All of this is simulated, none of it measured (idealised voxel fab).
The process module presented herein is designated voxel gate over fins.
The cross-section on display is named cut; it measures 190 nm wide, and its cells are 5 nm squares.
Format of a cross-section: grid, square cells. Given as bands. Order: top down. Band: one or more rows of cells.
Top, bottom (nm), then materials left to right with widths (nm); lone material tagged "edge to edge" fills the whole band edge to edge; "empty" = empty space.
Convention: height 0 is the level below which the wafer, as received, is all one material. The lowest band does not terminate at the bottom but continues downward, represented as "0 and below".
Width spec "30..40" -> top row of cells at first value, bottom row at second value, equal per-row change in between.
"remains unaltered" for a step: no cell of the cross-section changed in that step.
"Completely enclosed voids" enumerates empty spaces isolated from the top, with no open way to it, that contain at least 8 cells, giving each as width x height at distance from the left edge, all three in nm.
Text after the settings on a step's line: the simulator's own remark on that step.
The line of a step may include "overlay nm". On a step with a mask, this value is how far to the right of its planned place the mask lay. A negative value means the mask lay to the left.

-- The planned process steps are enumerated hereunder
- 1: RECEIVE (material Si)
- 2: CONFORMAL_DEP (material SiN; thk nm 10)
- 3: PATTERN (tone cover; mask id FINS; material resist; width nm 15; pitch nm 50; thk nm 20; overlay nm 0)
- 4: DIRECTIONAL_ETCH (etch materials SiN; depth nm 10)
- 5: DIRECTIONAL_ETCH (etch materials Si; depth nm 30)
- 6: STRIP (etch materials resist)
- 7: FILL_DEP (material SiO2; thk nm 5)
- 8: CMP (height nm 10)
- 9: PATTERN (tone open; mask id RAIL; material resist; width nm 15; thk nm 15; overlay nm 0)
- 10: DIRECTIONAL_ETCH (etch materials SiO2; depth nm 35)
- 11: STRIP (etch materials resist)
- 12: CONFORMAL_DEP (material TiN; thk nm 5)
- 13: FILL_DEP (material Ru; thk nm 5)
- 14: CMP (height nm 10)
- 15: SELECTIVE_ETCH (etch materials W Ru TiN; depth nm 25)
- 16: FILL_DEP (material SiO2; thk nm 5)
- 17: CMP (height nm 10)
- 18: SELECTIVE_ETCH (etch materials SiO2; depth nm 20)
- 19: STRIP (etch materials SiN)
- 20: CONFORMAL_DEP (material HfO2; thk nm 5)
- 21: CONFORMAL_DEP (material TiN; thk nm 5)
- 22: FILL_DEP (material W; thk nm 10)
- 23: CMP (height nm 15)
- 24: CONFORMAL_DEP (material SiCN; thk nm 10)

-- First of two wafers: run as planned

-- As received (post step 1): cross-section
    0 and below | Si edge to edge
    Completely enclosed voids: none

-- So this is the wafer cross-section right after step 2
    10 down to 0 | SiN edge to edge
    Note: structure below 0 unchanged.

-- So this is the wafer cross-section right after step 3
    30 down to 10 | empty=60; resist=15; empty=35; resist=15; empty=65
    Note: structure below 10 unchanged.

-- So this is the wafer cross-section right after step 4
    30 down to 10 | empty=60; resist=15; empty=35; resist=15; empty=65
    10 down to 0 | empty=60; SiN=15; empty=35; SiN=15; empty=65
    Note: structure below 0 unchanged.

-- So this is the wafer cross-section right after step 5
    30 down to 10 | empty=60; resist=15; empty=35; resist=15; empty=65
    10 down to 0 | empty=60; SiN=15; empty=35; SiN=15; empty=65
    0 down to -30 | empty=60; Si=15; empty=35; Si=15; empty=65
    Note: structure below -30 unchanged.

-- So this is the wafer cross-section right after step 6
    10 down to 0 | empty=60; SiN=15; empty=35; SiN=15; empty=65
    Note: structure below 0 unchanged.

-- So this is the wafer cross-section right after step 7
    15 down to 10 | SiO2 edge to edge
    10 down to 0 | SiO2=60; SiN=15; SiO2=35; SiN=15; SiO2=65
    0 down to -30 | SiO2=60; Si=15; SiO2=35; Si=15; SiO2=65
    Note: structure below -30 unchanged.

-- So this is the wafer cross-section right after step 8
    10 down to 0 | SiO2=60; SiN=15; SiO2=35; SiN=15; SiO2=65
    Note: structure below 0 unchanged.

-- So this is the wafer cross-section right after step 9
    25 down to 10 | resist=85; empty=15; resist=90
    Note: structure below 10 unchanged.

-- So this is the wafer cross-section right after step 10
    25 down to 10 | resist=85; empty=15; resist=90
    10 down to 0 | SiO2=60; SiN=15; SiO2=10; empty=15; SiO2=10; SiN=15; SiO2=65
    0 down to -25 | SiO2=60; Si=15; SiO2=10; empty=15; SiO2=10; Si=15; SiO2=65
    Note: structure below -25 unchanged.

-- So this is the wafer cross-section right after step 11
    10 down to 0 | SiO2=60; SiN=15; SiO2=10; empty=15; SiO2=10; SiN=15; SiO2=65
    Note: structure below 0 unchanged.

-- So this is the wafer cross-section right after step 12
    15 down to 10 | TiN=90; empty=5; TiN=95
    10 down to 0 | SiO2=60; SiN=15; SiO2=10; TiN=5; empty=5; TiN=5; SiO2=10; SiN=15; SiO2=65
    0 down to -20 | SiO2=60; Si=15; SiO2=10; TiN=5; empty=5; TiN=5; SiO2=10; Si=15; SiO2=65
    -20 down to -25 | SiO2=60; Si=15; SiO2=10; TiN=15; SiO2=10; Si=15; SiO2=65
    Note: structure below -25 unchanged.

-- So this is the wafer cross-section right after step 13
    20 down to 15 | Ru edge to edge
    15 down to 10 | TiN=90; Ru=5; TiN=95
    10 down to 0 | SiO2=60; SiN=15; SiO2=10; TiN=5; Ru=5; TiN=5; SiO2=10; SiN=15; SiO2=65
    0 down to -20 | SiO2=60; Si=15; SiO2=10; TiN=5; Ru=5; TiN=5; SiO2=10; Si=15; SiO2=65
    Note: structure below -20 unchanged.

-- So this is the wafer cross-section right after step 14
    10 down to 0 | SiO2=60; SiN=15; SiO2=10; TiN=5; Ru=5; TiN=5; SiO2=10; SiN=15; SiO2=65
    Note: structure below 0 unchanged.

-- So this is the wafer cross-section right after step 15
    10 down to 0 | SiO2=60; SiN=15; SiO2=10; empty=15; SiO2=10; SiN=15; SiO2=65
    0 down to -15 | SiO2=60; Si=15; SiO2=10; empty=15; SiO2=10; Si=15; SiO2=65
    Note: structure below -15 unchanged.

-- So this is the wafer cross-section right after step 16
    15 down to 10 | SiO2 edge to edge
    10 down to 0 | SiO2=60; SiN=15; SiO2=35; SiN=15; SiO2=65
    0 down to -15 | SiO2=60; Si=15; SiO2=35; Si=15; SiO2=65
    Note: structure below -15 unchanged.

-- So this is the wafer cross-section right after step 17
    10 down to 0 | SiO2=60; SiN=15; SiO2=35; SiN=15; SiO2=65
    Note: structure below 0 unchanged.

-- So this is the wafer cross-section right after step 18
    10 down to 0 | empty=60; SiN=15; empty=35; SiN=15; empty=65
    0 down to -10 | empty=60; Si=15; empty=35; Si=15; empty=65
    Note: structure below -10 unchanged.

-- So this is the wafer cross-section right after step 19
    0 down to -10 | empty=60; Si=15; empty=35; Si=15; empty=65
    Note: structure below -10 unchanged.

-- So this is the wafer cross-section right after step 20
    5 down to 0 | empty=55; HfO2=25; empty=25; HfO2=25; empty=60
    0 down to -5 | empty=55; HfO2=5; Si=15; HfO2=5; empty=25; HfO2=5; Si=15; HfO2=5; empty=60
    -5 down to -10 | HfO2=60; Si=15; HfO2=35; Si=15; HfO2=65
    Note: structure below -10 unchanged.

-- So this is the wafer cross-section right after step 21
    10 down to 5 | empty=50; TiN=35; empty=15; TiN=35; empty=55
    5 down to 0 | empty=50; TiN=5; HfO2=25; TiN=5; empty=15; TiN=5; HfO2=25; TiN=5; empty=55
    0 down to -5 | TiN=55; HfO2=5; Si=15; HfO2=5; TiN=25; HfO2=5; Si=15; HfO2=5; TiN=60
    Note: structure below -5 unchanged.

-- So this is the wafer cross-section right after step 22
    20 down to 10 | W edge to edge
    10 down to 5 | W=50; TiN=35; W=15; TiN=35; W=55
    5 down to 0 | W=50; TiN=5; HfO2=25; TiN=5; W=15; TiN=5; HfO2=25; TiN=5; W=55
    Note: structure below 0 unchanged.

-- So this is the wafer cross-section right after step 23
    15 down to 10 | W edge to edge
    Note: structure below 10 unchanged.

-- So this is the wafer cross-section right after step 24
    25 down to 15 | SiCN edge to edge
    Note: structure below 15 unchanged.

-- Here the second wafer is described. Its start and its plan were those of the first wafer. Its run contained one mistake. Up to and including step 2, it did exactly what the first wafer did

-- The second wafer cut through, at the time step 3 was supposed to be finished
    30 down to 10 | resist=60; empty=15; resist=35; empty=15; resist=65
    Note: structure below 10 unchanged.

-- The second wafer cut through, at the time step 4 was supposed to be finished
    30 down to 10 | resist=60; empty=15; resist=35; empty=15; resist=65
    10 down to 0 | SiN=60; empty=15; SiN=35; empty=15; SiN=65
    Note: structure below 0 unchanged.

-- The second wafer cut through, at the time step 5 was supposed to be finished
    30 down to 10 | resist=60; empty=15; resist=35; empty=15; resist=65
    10 down to 0 | SiN=60; empty=15; SiN=35; empty=15; SiN=65
    0 down to -30 | Si=60; empty=15; Si=35; empty=15; Si=65
    Note: structure below -30 unchanged.

-- The second wafer cut through, at the time step 6 was supposed to be finished
    10 down to 0 | SiN=60; empty=15; SiN=35; empty=15; SiN=65
    Note: structure below 0 unchanged.

-- The second wafer cut through, at the time step 7 was supposed to be finished
    15 down to 10 | SiO2 edge to edge
    10 down to 0 | SiN=60; SiO2=15; SiN=35; SiO2=15; SiN=65
    0 down to -30 | Si=60; SiO2=15; Si=35; SiO2=15; Si=65
    Note: structure below -30 unchanged.

-- The second wafer cut through, at the time step 8 was supposed to be finished
    10 down to 0 | SiN=60; SiO2=15; SiN=35; SiO2=15; SiN=65
    Note: structure below 0 unchanged.

-- The second wafer cut through, at the time step 9 was supposed to be finished
    25 down to 10 | resist=85; empty=15; resist=90
    Note: structure below 10 unchanged.

The second wafer cut through, at the time step 10 was supposed to be finished: remains unaltered

-- The second wafer cut through, at the time step 11 was supposed to be finished
    10 down to 0 | SiN=60; SiO2=15; SiN=35; SiO2=15; SiN=65
    Note: structure below 0 unchanged.

-- The second wafer cut through, at the time step 12 was supposed to be finished
    15 down to 10 | TiN edge to edge
    Note: structure below 10 unchanged.

-- The second wafer cut through, at the time step 13 was supposed to be finished
    20 down to 15 | Ru edge to edge
    Note: structure below 15 unchanged.

-- The second wafer cut through, at the time step 14 was supposed to be finished
    10 down to 0 | SiN=60; SiO2=15; SiN=35; SiO2=15; SiN=65
    Note: structure below 0 unchanged.

The second wafer cut through, at the time step 15 was supposed to be finished: remains unaltered

-- The second wafer cut through, at the time step 16 was supposed to be finished
    15 down to 10 | SiO2 edge to edge
    Note: structure below 10 unchanged.

-- The second wafer cut through, at the time step 17 was supposed to be finished
    10 down to 0 | SiN=60; SiO2=15; SiN=35; SiO2=15; SiN=65
    Note: structure below 0 unchanged.

-- The second wafer cut through, at the time step 18 was supposed to be finished
    10 down to 0 | SiN=60; empty=15; SiN=35; empty=15; SiN=65
    0 down to -10 | Si=60; empty=15; Si=35; empty=15; Si=65
    Note: structure below -10 unchanged.

-- The second wafer cut through, at the time step 19 was supposed to be finished
    0 down to -10 | Si=60; empty=15; Si=35; empty=15; Si=65
    Note: structure below -10 unchanged.

-- The second wafer cut through, at the time step 20 was supposed to be finished
    5 down to 0 | HfO2=65; empty=5; HfO2=45; empty=5; HfO2=70
    0 down to -5 | Si=60; HfO2=5; empty=5; HfO2=5; Si=35; HfO2=5; empty=5; HfO2=5; Si=65
    -5 down to -10 | Si=60; HfO2=15; Si=35; HfO2=15; Si=65
    Note: structure below -10 unchanged.

-- The second wafer cut through, at the time step 21 was supposed to be finished
    10 down to 5 | TiN edge to edge
    5 down to 0 | HfO2=65; TiN=5; HfO2=45; TiN=5; HfO2=70
    0 down to -5 | Si=60; HfO2=5; TiN=5; HfO2=5; Si=35; HfO2=5; TiN=5; HfO2=5; Si=65
    Note: structure below -5 unchanged.

-- The second wafer cut through, at the time step 22 was supposed to be finished
    20 down to 10 | W edge to edge
    Note: structure below 10 unchanged.

-- The second wafer cut through, at the time step 23 was supposed to be finished
    15 down to 10 | W edge to edge
    Note: structure below 10 unchanged.

-- The second wafer cut through, at the time step 24 was supposed to be finished
    25 down to 15 | SiCN edge to edge
    Note: structure below 15 unchanged.
Error vs. plan: step 3 changed vs plan, executed as PATTERN (tone open; mask id FINS; material resist; width nm 15; pitch nm 50; thk nm 20; overlay nm 0)
at the end the second wafer has, in cells: Ru: 1 fewer, Si: 156 more, SiO2: 98 fewer, TiN: 9 fewer, W: 48 fewer
